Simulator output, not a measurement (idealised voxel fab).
The name of this process module is voxel transistor to metal.
This is section cut - it's 150 nm across, gridded in 5 nm square cells.
Cross-section format: a grid of square cells, given as bands from top to bottom; each band is one or more rows of cells.
It is stipulated that each band's entry specify, in nanometres, the height of the top of the band and then that of its bottom, followed by the materials of the band in left-to-right sequence, each together with its width in nanometres. A single material marked by the word "full width" is understood to fill the band from edge to edge; the word "blank" is understood to denote empty space.
It should be noted that heights are counted from 0, beneath which the wafer as supplied is of one material throughout, and that the lowest band possesses no lower boundary but continues downward, as written in "0 and below".
Quick explanation for "30->40": the width changes in equal steps down the rows of cells, from the first number in the band's top row to the second number in its bottom row.
"nothing altered", as given for a step, is the statement that not any cell of the cross-section underwent a change during that step.
What "Cavities, closed" gives you is every empty space of 8 cells or more that is cut off from the top. Each appears as width x height at distance, with the distance taken from the left edge and width, height and distance all in nm.
If you see something after the settings on a step's line, that's the simulator's own remark about that step.
"overlay nm", when on a step's line for a step with a mask, measures how far to the right of its planned place the mask lay; a negative measure means to the left.
**Planned process steps**
step 1: RECEIVE (material Si)
step 2: OXIDIZE (depth nm 5)
step 3: CONFORMAL_DEP (material SiN; thk nm 15)
step 4: DIRECTIONAL_DEP (material aC; thk nm 10)
step 5: PATTERN (tone cover; mask id ACTIVE; material resist; width nm 105; thk nm 25; overlay nm 0)
step 6: DIRECTIONAL_ETCH (etch materials aC; depth nm 10)
step 7: STRIP (etch materials resist)
step 8: DIRECTIONAL_ETCH (etch materials SiN; depth nm 15)
step 9: DIRECTIONAL_ETCH (etch materials SiO2; depth nm 5)
step 10: DIRECTIONAL_ETCH (etch materials Si; depth nm 30)
step 11: STRIP (etch materials aC)
step 12: FILL_DEP (material SiO2; thk nm 10)
step 13: CMP (height nm 15)
step 14: SELECTIVE_ETCH (etch materials SiO2; depth nm 15)
step 15: STRIP (etch materials SiN)
step 16: SELECTIVE_ETCH (etch materials SiO2; depth nm 5)
step 17: OXIDIZE (depth nm 5)
step 18: DIRECTIONAL_DEP (material polySi; thk nm 30)
step 19: DIRECTIONAL_DEP (material SiCN; thk nm 15)
step 20: DIRECTIONAL_DEP (material aC; thk nm 10)
step 21: PATTERN (tone cover; mask id GATE; material resist; width nm 25; thk nm 25; overlay nm 0)
step 22: DIRECTIONAL_ETCH (etch materials aC; depth nm 10)
step 23: STRIP (etch materials resist)
step 24: DIRECTIONAL_ETCH (etch materials SiCN; depth nm 25)
step 25: DIRECTIONAL_ETCH (etch materials polySi; depth nm 40)
step 26: STRIP (etch materials aC)
step 27: CONFORMAL_DEP (material SiN; thk nm 10)
step 28: DIRECTIONAL_ETCH (etch materials SiN; depth nm 10)
step 29: DIRECTIONAL_ETCH (etch materials SiO2; depth nm 5)
step 30: DIRECTIONAL_ETCH (etch materials Si; depth nm 10)
step 31: EPI (material pSi; thk nm 10)
step 32: FILL_DEP (material SiO2; thk nm 5)
step 33: CMP (height nm 25)
step 34: STRIP (etch materials polySi)
step 35: SELECTIVE_ETCH (etch materials SiO2; depth nm 5)
step 36: CONFORMAL_DEP (material HfO2; thk nm 5)
step 37: CONFORMAL_DEP (material TiN; thk nm 5)
step 38: FILL_DEP (material W; thk nm 5)
step 39: CMP (height nm 20)
step 40: DIRECTIONAL_DEP (material SiO2; thk nm 15)
step 41: MASKED_ETCH (tone open; mask id CONTACT; width nm 20; pitch nm 75; etch materials SiO2; depth nm 45; overlay nm 0)
step 42: CONFORMAL_DEP (material TiN; thk nm 5)
step 43: FILL_DEP (material W; thk nm 5)
step 44: CMP (height nm 35)
step 45: DIRECTIONAL_DEP (material TiN; thk nm 5)
step 46: DIRECTIONAL_DEP (material W; thk nm 20)
step 47: MASKED_ETCH (tone cover; mask id METAL_1; width nm 20; pitch nm 75; etch materials W; depth nm 20; overlay nm 0)
step 48: MASKED_ETCH (tone cover; mask id METAL_1; width nm 20; pitch nm 75; etch materials TiN; depth nm 5; overlay nm 0)
step 49: CONFORMAL_DEP (material SiCN; thk nm 5)
step 50: FILL_DEP (material SiO2; thk nm 5)
step 51: CMP (height nm 60)
step 52: CONFORMAL_DEP (material SiCN; thk nm 5)
**Here's what the wafer looked like in cross-section when it arrived - that's after step 1**
  0 and below  Si full width
  Cavities, closed: none
**End-of-module cross-section. Starting structure and process plan as above; one mistake made in running it**
  65 down to 60  SiCN full width
  60 down to 40  20 nm SiO2, then 5 nm SiCN, then 20 nm W, then 5 nm SiCN, then 45 nm SiO2, then 5 nm SiCN, then 20 nm W, then 5 nm SiCN, then 25 nm SiO2
  40 down to 35  25 nm SiCN, then 20 nm TiN, then 55 nm SiCN, then 20 nm TiN, then 30 nm SiCN
  35 down to 20  25 nm SiO2, then 5 nm TiN, then 10 nm W, then 5 nm TiN, then 55 nm SiO2, then 5 nm TiN, then 10 nm W, then 5 nm TiN, then 30 nm SiO2
  20 down to 0  25 nm SiO2, then 5 nm TiN, then 10 nm W, then 5 nm TiN, then 10 nm SiO2, then 5 nm SiN, then 5 nm HfO2, then 5 nm TiN, then 5 nm W, then 5 nm TiN, then 5 nm HfO2, then 5 nm SiN, then 10 nm SiO2, then 5 nm TiN, then 10 nm W, then 5 nm TiN, then 30 nm SiO2
  0 down to -5  25 nm SiO2, then 5 nm TiN, then 10 nm W, then 5 nm TiN, then 10 nm pSi, then 5 nm SiN, then 5 nm HfO2, then 15 nm TiN, then 5 nm HfO2, then 5 nm SiN, then 10 nm pSi, then 5 nm TiN, then 10 nm W, then 5 nm TiN, then 30 nm SiO2
  -5 down to -10  25 nm SiO2, then 20 nm TiN, then 10 nm pSi, then 35 nm HfO2, then 10 nm pSi, then 20 nm TiN, then 30 nm SiO2
  -10 down to -20  20 nm SiO2, then 35 nm pSi, then 35 nm Si, then 35 nm pSi, then 25 nm SiO2
  -20 down to -35  20 nm SiO2, then 105 nm Si, then 25 nm SiO2
  -35 and below  Si full width
  Cavities, closed: none
In executing the process, a mistake was made relative to the plan: heads up, step 27 didn't go per plan, it actually ran as CONFORMAL_DEP (material SiN; thk nm 5)
